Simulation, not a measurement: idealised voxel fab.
voxel ribs on slabs: a process module
Square cells of 5 nm make up the cross-section cut, whose width is 140 nm.
Each cross-section below is a grid of square cells, stated as bands in top-down order, with one or more rows of cells making up each band. For a band, the entry starts with two heights in nm, that of the top and then that of the bottom, and carries on with the band's materials in order from left to right, each alongside its width in nm; the word "everywhere" beside a single material means it fills the band edge to edge, and "empty" means empty space. Below 0: as-received wafer, all one material; heights counted from there. Lowest band: no bottom, goes on down, written "z 0 and below". Width: "30..40" (first number = top row, second number = bottom row, same change from row to row of cells). "no alteration" means the step left every cell of the cross-section as it was. Enclosed voids (no open way to top), threshold 8 cells or more, entry "Closed empty spaces", notation width x height at distance, distance from left edge, nm. If you see something after the settings on a step's line, that's the simulator's own remark about that step. overlay nm: step with mask; distance mask lay right of planned place; negative value = left of planned place.

Below is the list of planned process steps
| 1 | RECEIVE, material Si |
| 2 | DIRECTIONAL_DEP, material SiO2, thk nm 30 |
| 3 | DIRECTIONAL_DEP, material SiN, thk nm 20 |
| 4 | DIRECTIONAL_DEP, material aC, thk nm 15 |
| 5 | PATTERN, tone cover, mask id RIB, material resist, width nm 20, thk nm 35, overlay nm 0 |
| 6 | DIRECTIONAL_ETCH, etch materials aC, depth nm 15 |
| 7 | STRIP, etch materials resist |
| 8 | DIRECTIONAL_ETCH, etch materials SiN, depth nm 10 |
| 9 | STRIP, etch materials aC |
| 10 | DIRECTIONAL_DEP, material aC, thk nm 15 |
| 11 | PATTERN, tone cover, mask id SLAB, material resist, width nm 50, thk nm 35, overlay nm 0 |
| 12 | DIRECTIONAL_ETCH, etch materials aC, depth nm 15 |
| 13 | STRIP, etch materials resist |
| 14 | DIRECTIONAL_ETCH, etch materials SiN, depth nm 10 |
| 15 | STRIP, etch materials aC |
| 16 | FILL_DEP, material SiO2, thk nm 25 |
| 17 | CMP, height nm 65 |
| 18 | DIRECTIONAL_DEP, material TiN, thk nm 5 |
| 19 | DIRECTIONAL_DEP, material aC, thk nm 10 |
| 20 | PATTERN, tone cover, mask id HEATER, material resist, width nm 30, thk nm 25, overlay nm 0 |
| 21 | DIRECTIONAL_ETCH, etch materials aC, depth nm 10 |
| 22 | STRIP, etch materials resist |
| 23 | DIRECTIONAL_ETCH, etch materials TiN, depth nm 5 |
| 24 | STRIP, etch materials aC |
| 25 | CONFORMAL_DEP, material SiN, thk nm 10 |

First wafer, two in total, run as planned

as received, after step 1
	z 0 and below  Si everywhere
	Closed empty spaces: none

Once step 2 is through, the wafer looks like this in cross-section
	z 30 to 0  SiO2 everywhere
	Below 0, the layers are the same as they were.

Once step 3 is through, the wafer looks like this in cross-section
	z 50 to 30  SiN everywhere
	Below 30, the layers are the same as they were.

Once step 4 is through, the wafer looks like this in cross-section
	z 65 to 50  aC everywhere
	Below 50, the layers are the same as they were.

Once step 5 is through, the wafer looks like this in cross-section
	z 100 to 65  60 of empty / 20 of resist / 60 of empty
	Below 65, the layers are the same as they were.

Once step 6 is through, the wafer looks like this in cross-section
	z 85 to 65  60 of empty / 20 of resist / 60 of empty
	z 65 to 50  60 of empty / 20 of aC / 60 of empty
	Below 50, the layers are the same as they were.

Once step 7 is through, the wafer looks like this in cross-section
	z 65 to 50  60 of empty / 20 of aC / 60 of empty
	Below 50, the layers are the same as they were.

Once step 8 is through, the wafer looks like this in cross-section
	z 65 to 50  60 of empty / 20 of aC / 60 of empty
	z 50 to 40  60 of empty / 20 of SiN / 60 of empty
	Below 40, the layers are the same as they were.

Once step 9 is through, the wafer looks like this in cross-section
	z 50 to 40  60 of empty / 20 of SiN / 60 of empty
	Below 40, the layers are the same as they were.

Once step 10 is through, the wafer looks like this in cross-section
	z 65 to 55  60 of empty / 20 of aC / 60 of empty
	z 55 to 50  aC everywhere
	z 50 to 40  60 of aC / 20 of SiN / 60 of aC
	Below 40, the layers are the same as they were.

Once step 11 is through, the wafer looks like this in cross-section
	z 100 to 65  45 of empty / 50 of resist / 45 of empty
	z 65 to 55  45 of empty / 15 of resist / 20 of aC / 15 of resist / 45 of empty
	Below 55, the layers are the same as they were.

Once step 12 is through, the wafer looks like this in cross-section
	z 85 to 65  45 of empty / 50 of resist / 45 of empty
	z 65 to 55  45 of empty / 15 of resist / 20 of aC / 15 of resist / 45 of empty
	z 55 to 50  45 of empty / 50 of aC / 45 of empty
	z 50 to 40  45 of empty / 15 of aC / 20 of SiN / 15 of aC / 45 of empty
	Below 40, the layers are the same as they were.

Once step 13 is through, the wafer looks like this in cross-section
	z 65 to 55  60 of empty / 20 of aC / 60 of empty
	Below 55, the layers are the same as they were.

Once step 14 is through, the wafer looks like this in cross-section
	z 65 to 55  60 of empty / 20 of aC / 60 of empty
	z 55 to 50  45 of empty / 50 of aC / 45 of empty
	z 50 to 40  45 of empty / 15 of aC / 20 of SiN / 15 of aC / 45 of empty
	z 40 to 30  45 of empty / 50 of SiN / 45 of empty
	Below 30, the layers are the same as they were.

Once step 15 is through, the wafer looks like this in cross-section
	z 50 to 40  60 of empty / 20 of SiN / 60 of empty
	Below 40, the layers are the same as they were.

Once step 16 is through, the wafer looks like this in cross-section
	z 75 to 50  SiO2 everywhere
	z 50 to 40  60 of SiO2 / 20 of SiN / 60 of SiO2
	z 40 to 30  45 of SiO2 / 50 of SiN / 45 of SiO2
	Below 30, the layers are the same as they were.

Once step 17 is through, the wafer looks like this in cross-section
	z 65 to 50  SiO2 everywhere
	Below 50, the layers are the same as they were.

Once step 18 is through, the wafer looks like this in cross-section
	z 70 to 65  TiN everywhere
	Below 65, the layers are the same as they were.

Once step 19 is through, the wafer looks like this in cross-section
	z 80 to 70  aC everywhere
	Below 70, the layers are the same as they were.

Once step 20 is through, the wafer looks like this in cross-section
	z 105 to 80  55 of empty / 30 of resist / 55 of empty
	Below 80, the layers are the same as they were.

Once step 21 is through, the wafer looks like this in cross-section
	z 95 to 80  55 of empty / 30 of resist / 55 of empty
	z 80 to 70  55 of empty / 30 of aC / 55 of empty
	Below 70, the layers are the same as they were.

Once step 22 is through, the wafer looks like this in cross-section
	z 80 to 70  55 of empty / 30 of aC / 55 of empty
	Below 70, the layers are the same as they were.

Once step 23 is through, the wafer looks like this in cross-section
	z 80 to 70  55 of empty / 30 of aC / 55 of empty
	z 70 to 65  55 of empty / 30 of TiN / 55 of empty
	Below 65, the layers are the same as they were.

Once step 24 is through, the wafer looks like this in cross-section
	z 70 to 65  55 of empty / 30 of TiN / 55 of empty
	Below 65, the layers are the same as they were.

Once step 25 is through, the wafer looks like this in cross-section
	z 80 to 75  45 of empty / 50 of SiN / 45 of empty
	z 75 to 70  SiN everywhere
	z 70 to 65  55 of SiN / 30 of TiN / 55 of SiN
	Below 65, the layers are the same as they were.

What follows concerns the second wafer, which started out like the first and was meant to follow the very same plan; one mistake crept in when it was run, but everything up to and including step 3 is the same as for the first wafer

Cross-section of the second wafer corresponding to the planned conclusion of step 4
	z 65 to 50  TiN everywhere
	Below 50, the layers are the same as they were.

Cross-section of the second wafer corresponding to the planned conclusion of step 5
	z 100 to 65  60 of empty / 20 of resist / 60 of empty
	Below 65, the layers are the same as they were.

Cross-section of the second wafer corresponding to the planned conclusion of step 6
	z 85 to 65  60 of empty / 20 of resist / 60 of empty
	Below 65, the layers are the same as they were.

Cross-section of the second wafer corresponding to the planned conclusion of step 7
	z 65 to 50  TiN everywhere
	Below 50, the layers are the same as they were.

Cross-section of the second wafer corresponding to the planned conclusion of step 8: no alteration

Cross-section of the second wafer corresponding to the planned conclusion of step 9: no alteration

Cross-section of the second wafer corresponding to the planned conclusion of step 10
	z 80 to 65  aC everywhere
	Below 65, the layers are the same as they were.

Cross-section of the second wafer corresponding to the planned conclusion of step 11
	z 115 to 80  45 of empty / 50 of resist / 45 of empty
	Below 80, the layers are the same as they were.

Cross-section of the second wafer corresponding to the planned conclusion of step 12
	z 100 to 80  45 of empty / 50 of resist / 45 of empty
	z 80 to 65  45 of empty / 50 of aC / 45 of empty
	Below 65, the layers are the same as they were.

Cross-section of the second wafer corresponding to the planned conclusion of step 13
	z 80 to 65  45 of empty / 50 of aC / 45 of empty
	Below 65, the layers are the same as they were.

Cross-section of the second wafer corresponding to the planned conclusion of step 14: no alteration

Cross-section of the second wafer corresponding to the planned conclusion of step 15
	z 65 to 50  TiN everywhere
	Below 50, the layers are the same as they were.

Cross-section of the second wafer corresponding to the planned conclusion of step 16
	z 90 to 65  SiO2 everywhere
	Below 65, the layers are the same as they were.

Cross-section of the second wafer corresponding to the planned conclusion of step 17
	z 65 to 50  TiN everywhere
	Below 50, the layers are the same as they were.

Cross-section of the second wafer corresponding to the planned conclusion of step 18
	z 70 to 50  TiN everywhere
	Below 50, the layers are the same as they were.

Cross-section of the second wafer corresponding to the planned conclusion of step 19
	z 80 to 70  aC everywhere
	Below 70, the layers are the same as they were.

Cross-section of the second wafer corresponding to the planned conclusion of step 20
	z 105 to 80  55 of empty / 30 of resist / 55 of empty
	Below 80, the layers are the same as they were.

Cross-section of the second wafer corresponding to the planned conclusion of step 21
	z 95 to 80  55 of empty / 30 of resist / 55 of empty
	z 80 to 70  55 of empty / 30 of aC / 55 of empty
	Below 70, the layers are the same as they were.

Cross-section of the second wafer corresponding to the planned conclusion of step 22
	z 80 to 70  55 of empty / 30 of aC / 55 of empty
	Below 70, the layers are the same as they were.

Cross-section of the second wafer corresponding to the planned conclusion of step 23
	z 80 to 70  55 of empty / 30 of aC / 55 of empty
	z 70 to 65  55 of empty / 30 of TiN / 55 of empty
	Below 65, the layers are the same as they were.

Cross-section of the second wafer corresponding to the planned conclusion of step 24
	z 70 to 65  55 of empty / 30 of TiN / 55 of empty
	Below 65, the layers are the same as they were.

Cross-section of the second wafer corresponding to the planned conclusion of step 25
	z 80 to 75  45 of empty / 50 of SiN / 45 of empty
	z 75 to 70  SiN everywhere
	z 70 to 65  55 of SiN / 30 of TiN / 55 of SiN
	Below 65, the layers are the same as they were.
Where did the run depart from the plan? step 4, actual vs plan mismatch, actual run DIRECTIONAL_DEP, material TiN, thk nm 15
End of process, cell counts, second wafer against first, materials with more or fewer: +84 SiN; -168 SiO2; +84 TiN
